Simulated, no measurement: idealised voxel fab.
Process module under the name voxel released beams
The figure presents cross-section cut, which has a width of 150 nm and is divided into square cells with an edge length of 5 nm.
Each cross-section below is a grid of square cells, stated as bands in top-down order, with one or more rows of cells making up each band.
Band: top and bottom heights (nm) first, top before bottom; then materials from left to right, widths in nm. "edge to edge" marks a sole material filling the band edge to edge. "air" denotes empty space.
Ref level 0: as-received wafer is one material below here. Bottom band extends down with no lower bound ("0..down").
So if you see something like "30 to 40" for the width, read it as the top row of the band sitting at the first number and the bottom row at the second, with every row in between moving by the same amount as the last.
Any step labelled "nothing different" changed none of the cells in the cross-section.
"Closed void list" lists enclosed empty spaces (at least 8 cells, no open path upward to the top), each as width x height at distance from the left edge, in nm.
Post-settings text on a step line: simulator's own remark regarding the step.
overlay nm, on a step with a mask: how far to the right of its planned place the mask lay; to the left if negative
In what follows, pairs of cross-sections are presented, each taken before and after one process step, with the after cross-section shown only down to the lowest band that was altered; the step, together with its settings, is stated below the pair. The pairs may stem from different runs of this module on the same starting wafer; accordingly, a pair should be taken as continuing from the one above it solely where its entry headed "Incoming structure" indicates as much.
Incoming structure
> 0..down = Si edge to edge
> Closed void list: none
After
> 10..0 = Al2O3 edge to edge
> Everything under 0 stays put, no change at all.
> Closed void list: none
the step between: CONFORMAL_DEP with material Al2O3, thk nm 10
Incoming structure: The pre-step condition corresponds to the post-step cross-section depicted in the pair directly above.
After
> 20..10 = SiO2 edge to edge
> Everything under 10 stays put, no change at all.
> Closed void list: none
the step between: DIRECTIONAL_DEP with material SiO2, thk nm 10
Incoming structure: The pre-step condition corresponds to the post-step cross-section depicted in the pair directly above.
After
> 35..20 = resist (35), air (35), resist (80)
> Everything under 20 stays put, no change at all.
> Closed void list: none
the step between: PATTERN with tone open, mask id ANCHOR, material resist, width nm 35, thk nm 15, overlay nm 0
Incoming structure: The pre-step condition corresponds to the post-step cross-section depicted in the pair directly above.
After
> 35..20 = resist (35), air (35), resist (80)
> 20..10 = SiO2 (35), air (35), SiO2 (80)
> Everything under 10 stays put, no change at all.
> Closed void list: none
the step between: DIRECTIONAL_ETCH with etch materials SiO2, depth nm 10
Incoming structure: The pre-step condition corresponds to the post-step cross-section depicted in the pair directly above.
After
> 20..10 = SiO2 (35), air (35), SiO2 (80)
> Everything under 10 stays put, no change at all.
> Closed void list: none
the step between: STRIP with etch materials resist
Incoming structure: The pre-step condition corresponds to the post-step cross-section depicted in the pair directly above.
After
> 30..20 = polySi (45), air (15), polySi (90)
> 20..10 = SiO2 (35), polySi (35), SiO2 (80)
> Everything under 10 stays put, no change at all.
> Closed void list: none
the step between: CONFORMAL_DEP with material polySi, thk nm 10
Incoming structure: The pre-step condition corresponds to the post-step cross-section depicted in the pair directly above.
After
> 30..20 = air (30), polySi (15), air (15), polySi (50), air (40)
> Everything under 20 stays put, no change at all.
> Closed void list: none
the step between: MASKED_ETCH with tone cover, mask id BEAM, width nm 80, etch materials polySi, depth nm 10, overlay nm 0
Incoming structure: The pre-step condition corresponds to the post-step cross-section depicted in the pair directly above.
After
> 30..20 = air (30), polySi (15), air (15), polySi (50), air (40)
> 20..10 = air (35), polySi (35), air (80)
> Everything under 10 stays put, no change at all.
> Closed void list: none
the step between: STRIP with etch materials SiO2
Incoming structure
> 0..down = Si edge to edge
> Closed void list: none
After
> 10..0 = SiO2 edge to edge
> Everything under 0 stays put, no change at all.
> Closed void list: none
the step between: DIRECTIONAL_DEP with material SiO2, thk nm 10
Incoming structure: The pre-step condition corresponds to the post-step cross-section depicted in the pair directly above.
After
> 25..10 = resist (35), air (35), resist (80)
> Everything under 10 stays put, no change at all.
> Closed void list: none
the step between: PATTERN with tone open, mask id ANCHOR, material resist, width nm 35, thk nm 15, overlay nm 0
Incoming structure: The pre-step condition corresponds to the post-step cross-section depicted in the pair directly above.
After
> 25..10 = resist (35), air (35), resist (80)
> 10..0 = SiO2 (35), air (35), SiO2 (80)
> Everything under 0 stays put, no change at all.
> Closed void list: none
the step between: DIRECTIONAL_ETCH with etch materials SiO2, depth nm 10
Incoming structure: The pre-step condition corresponds to the post-step cross-section depicted in the pair directly above.
After
> 10..0 = SiO2 (35), air (35), SiO2 (80)
> Everything under 0 stays put, no change at all.
> Closed void list: none
the step between: STRIP with etch materials resist
Incoming structure: The pre-step condition corresponds to the post-step cross-section depicted in the pair directly above.
After
> 20..10 = polySi (45), air (15), polySi (90)
> 10..0 = SiO2 (35), polySi (35), SiO2 (80)
> Everything under 0 stays put, no change at all.
> Closed void list: none
the step between: CONFORMAL_DEP with material polySi, thk nm 10
Incoming structure: The pre-step condition corresponds to the post-step cross-section depicted in the pair directly above.
After
> 20..10 = air (30), polySi (15), air (15), polySi (50), air (40)
> Everything under 10 stays put, no change at all.
> Closed void list: none
the step between: MASKED_ETCH with tone cover, mask id BEAM, width nm 80, etch materials polySi, depth nm 10, overlay nm 0
Incoming structure: The pre-step condition corresponds to the post-step cross-section depicted in the pair directly above.
After
> 20..10 = air (30), polySi (15), air (15), polySi (50), air (40)
> 10..0 = air (35), polySi (35), air (80)
> Everything under 0 stays put, no change at all.
> Closed void list: none
the step between: STRIP with etch materials SiO2
Incoming structure
> 10..0 = SiO2 edge to edge
> 0..down = Si edge to edge
> Closed void list: none
After
> 20..10 = Al2O3 edge to edge
> Everything under 10 stays put, no change at all.
> Closed void list: none
the step between: CONFORMAL_DEP with material Al2O3, thk nm 10
Incoming structure: The pre-step condition corresponds to the post-step cross-section depicted in the pair directly above.
After
> 35..20 = resist (35), air (35), resist (80)
> Everything under 20 stays put, no change at all.
> Closed void list: none
the step between: PATTERN with tone open, mask id ANCHOR, material resist, width nm 35, thk nm 15, overlay nm 0
Incoming structure: The pre-step condition corresponds to the post-step cross-section depicted in the pair directly above.
After
> 20..10 = Al2O3 edge to edge
> Everything under 10 stays put, no change at all.
> Closed void list: none
the step between: STRIP with etch materials resist
Incoming structure: The pre-step condition corresponds to the post-step cross-section depicted in the pair directly above.
After
> 30..20 = polySi edge to edge
> Everything under 20 stays put, no change at all.
> Closed void list: none
the step between: CONFORMAL_DEP with material polySi, thk nm 10
Incoming structure: The pre-step condition corresponds to the post-step cross-section depicted in the pair directly above.
After
> 30..20 = air (30), polySi (80), air (40)
> Everything under 20 stays put, no change at all.
> Closed void list: none
the step between: MASKED_ETCH with tone cover, mask id BEAM, width nm 80, etch materials polySi, depth nm 10, overlay nm 0
Incoming structure
> 0..down = Si edge to edge
> Closed void list: none
After
> 15..0 = Al2O3 edge to edge
> Everything under 0 stays put, no change at all.
> Closed void list: none
the step between: CONFORMAL_DEP with material Al2O3, thk nm 15
Incoming structure: The pre-step condition corresponds to the post-step cross-section depicted in the pair directly above.
After
> 25..15 = SiO2 edge to edge
> Everything under 15 stays put, no change at all.
> Closed void list: none
the step between: DIRECTIONAL_DEP with material SiO2, thk nm 10
Incoming structure: The pre-step condition corresponds to the post-step cross-section depicted in the pair directly above.
After
> 40..25 = resist (35), air (35), resist (80)
> Everything under 25 stays put, no change at all.
> Closed void list: none
the step between: PATTERN with tone open, mask id ANCHOR, material resist, width nm 35, thk nm 15, overlay nm 0
Incoming structure: The pre-step condition corresponds to the post-step cross-section depicted in the pair directly above.
After
> 40..25 = resist (35), air (35), resist (80)
> 25..15 = SiO2 (35), air (35), SiO2 (80)
> Everything under 15 stays put, no change at all.
> Closed void list: none
the step between: DIRECTIONAL_ETCH with etch materials SiO2, depth nm 10
Incoming structure: The pre-step condition corresponds to the post-step cross-section depicted in the pair directly above.
After
> 25..15 = SiO2 (35), air (35), SiO2 (80)
> Everything under 15 stays put, no change at all.
> Closed void list: none
the step between: STRIP with etch materials resist
Incoming structure: The pre-step condition corresponds to the post-step cross-section depicted in the pair directly above.
After
> 35..25 = polySi (45), air (15), polySi (90)
> 25..15 = SiO2 (35), polySi (35), SiO2 (80)
> Everything under 15 stays put, no change at all.
> Closed void list: none
the step between: CONFORMAL_DEP with material polySi, thk nm 10
Incoming structure: The pre-step condition corresponds to the post-step cross-section depicted in the pair directly above.
After
> 35..25 = air (30), polySi (15), air (15), polySi (50), air (40)
> Everything under 25 stays put, no change at all.
> Closed void list: none
the step between: MASKED_ETCH with tone cover, mask id BEAM, width nm 80, etch materials polySi, depth nm 10, overlay nm 0
Incoming structure: The pre-step condition corresponds to the post-step cross-section depicted in the pair directly above.
After
> 35..25 = air (30), polySi (15), air (15), polySi (50), air (40)
> 25..15 = air (35), polySi (35), air (80)
> Everything under 15 stays put, no change at all.
> Closed void list: none
the step between: STRIP with etch materials SiO2
Incoming structure
> 20..10 = SiO2 edge to edge
> 10..0 = Al2O3 edge to edge
> 0..down = Si edge to edge
> Closed void list: none
After
> 35..20 = resist (30), air (45), resist (75)
> Everything under 20 stays put, no change at all.
> Closed void list: none
the step between: PATTERN with tone open, mask id ANCHOR, material resist, width nm 45, thk nm 15, overlay nm 0
Incoming structure: The pre-step condition corresponds to the post-step cross-section depicted in the pair directly above.
After
> 35..20 = resist (30), air (45), resist (75)
> 20..10 = SiO2 (30), air (45), SiO2 (75)
> Everything under 10 stays put, no change at all.
> Closed void list: none
the step between: DIRECTIONAL_ETCH with etch materials SiO2, depth nm 10
Incoming structure: The pre-step condition corresponds to the post-step cross-section depicted in the pair directly above.
After
> 20..10 = SiO2 (30), air (45), SiO2 (75)
> Everything under 10 stays put, no change at all.
> Closed void list: none
the step between: STRIP with etch materials resist
Incoming structure: The pre-step condition corresponds to the post-step cross-section depicted in the pair directly above.
After
> 30..20 = polySi (40), air (25), polySi (85)
> 20..10 = SiO2 (30), polySi (45), SiO2 (75)
> Everything under 10 stays put, no change at all.
> Closed void list: none
the step between: CONFORMAL_DEP with material polySi, thk nm 10
Incoming structure: The pre-step condition corresponds to the post-step cross-section depicted in the pair directly above.
After
> 30..20 = air (30), polySi (10), air (25), polySi (45), air (40)
> Everything under 20 stays put, no change at all.
> Closed void list: none
the step between: MASKED_ETCH with tone cover, mask id BEAM, width nm 80, etch materials polySi, depth nm 10, overlay nm 0
Incoming structure: The pre-step condition corresponds to the post-step cross-section depicted in the pair directly above.
After
> 30..20 = air (30), polySi (10), air (25), polySi (45), air (40)
> 20..10 = air (30), polySi (45), air (75)
> Everything under 10 stays put, no change at all.
> Closed void list: none
the step between: STRIP with etch materials SiO2
Incoming structure
> 30..20 = polySi (45), air (15), polySi (90)
> 20..10 = SiO2 (35), polySi (35), SiO2 (80)
> 10..0 = Al2O3 edge to edge
> 0..down = Si edge to edge
> Closed void list: none
After
> 30..20 = air (35), polySi (10), air (15), polySi (55), air (35)
> Everything under 20 stays put, no change at all.
> Closed void list: none
the step between: MASKED_ETCH with tone cover, mask id BEAM, width nm 80, etch materials polySi, depth nm 10, overlay nm 5
Incoming structure: The pre-step condition corresponds to the post-step cross-section depicted in the pair directly above.
After
> 30..20 = air (35), polySi (10), air (15), polySi (55), air (35)
> 20..10 = air (35), polySi (35), air (80)
> Everything under 10 stays put, no change at all.
> Closed void list: none
the step between: STRIP with etch materials SiO2
Incoming structure
> 0..down = Si edge to edge
> Closed void list: none
After
> 10..0 = polySi edge to edge
> Everything under 0 stays put, no change at all.
> Closed void list: none
the step between: CONFORMAL_DEP with material polySi, thk nm 10
Incoming structure: The pre-step condition corresponds to the post-step cross-section depicted in the pair directly above.
After
> 20..10 = SiO2 edge to edge
> Everything under 10 stays put, no change at all.
> Closed void list: none
the step between: DIRECTIONAL_DEP with material SiO2, thk nm 10
Incoming structure: The pre-step condition corresponds to the post-step cross-section depicted in the pair directly above.
After
> 35..20 = resist (35), air (35), resist (80)
> Everything under 20 stays put, no change at all.
> Closed void list: none
the step between: PATTERN with tone open, mask id ANCHOR, material resist, width nm 35, thk nm 15, overlay nm 0
Incoming structure: The pre-step condition corresponds to the post-step cross-section depicted in the pair directly above.
After
> 35..20 = resist (35), air (35), resist (80)
> 20..10 = SiO2 (35), air (35), SiO2 (80)
> Everything under 10 stays put, no change at all.
> Closed void list: none
the step between: DIRECTIONAL_ETCH with etch materials SiO2, depth nm 10
Incoming structure: The pre-step condition corresponds to the post-step cross-section depicted in the pair directly above.
After
> 20..10 = SiO2 (35), air (35), SiO2 (80)
> Everything under 10 stays put, no change at all.
> Closed void list: none
the step between: STRIP with etch materials resist
Incoming structure: The pre-step condition corresponds to the post-step cross-section depicted in the pair directly above.
After
> 30..20 = polySi (45), air (15), polySi (90)
> 20..10 = SiO2 (35), polySi (35), SiO2 (80)
> Everything under 10 stays put, no change at all.
> Closed void list: none
the step between: CONFORMAL_DEP with material polySi, thk nm 10
Incoming structure: The pre-step condition corresponds to the post-step cross-section depicted in the pair directly above.
After
> 30..20 = air (30), polySi (15), air (15), polySi (50), air (40)
> Everything under 20 stays put, no change at all.
> Closed void list: none
the step between: MASKED_ETCH with tone cover, mask id BEAM, width nm 80, etch materials polySi, depth nm 10, overlay nm 0
Incoming structure: The pre-step condition corresponds to the post-step cross-section depicted in the pair directly above.
After
> 30..20 = air (30), polySi (15), air (15), polySi (50), air (40)
> 20..10 = air (35), polySi (35), air (80)
> Everything under 10 stays put, no change at all.
> Closed void list: none
the step between: STRIP with etch materials SiO2
Incoming structure
> 30..20 = polySi (45), air (15), polySi (90)
> 20..10 = SiO2 (35), polySi (35), SiO2 (80)
> 10..0 = Al2O3 edge to edge
> 0..down = Si edge to edge
> Closed void list: none
After
> 30..20 = polySi (30), air (80), polySi (40)
> 20..10 = SiO2 (35), polySi (10), air (15), polySi (10), SiO2 (80)
> Everything under 10 stays put, no change at all.
> Closed void list: none
the step between: MASKED_ETCH with tone open, mask id BEAM, width nm 80, etch materials polySi, depth nm 10, overlay nm 0
Incoming structure: The pre-step condition corresponds to the post-step cross-section depicted in the pair directly above.
After
> 20..10 = air (35), polySi (10), air (15), polySi (10), air (80)
> Everything under 10 stays put, no change at all.
> Closed void list: none
the step between: STRIP with etch materials SiO2
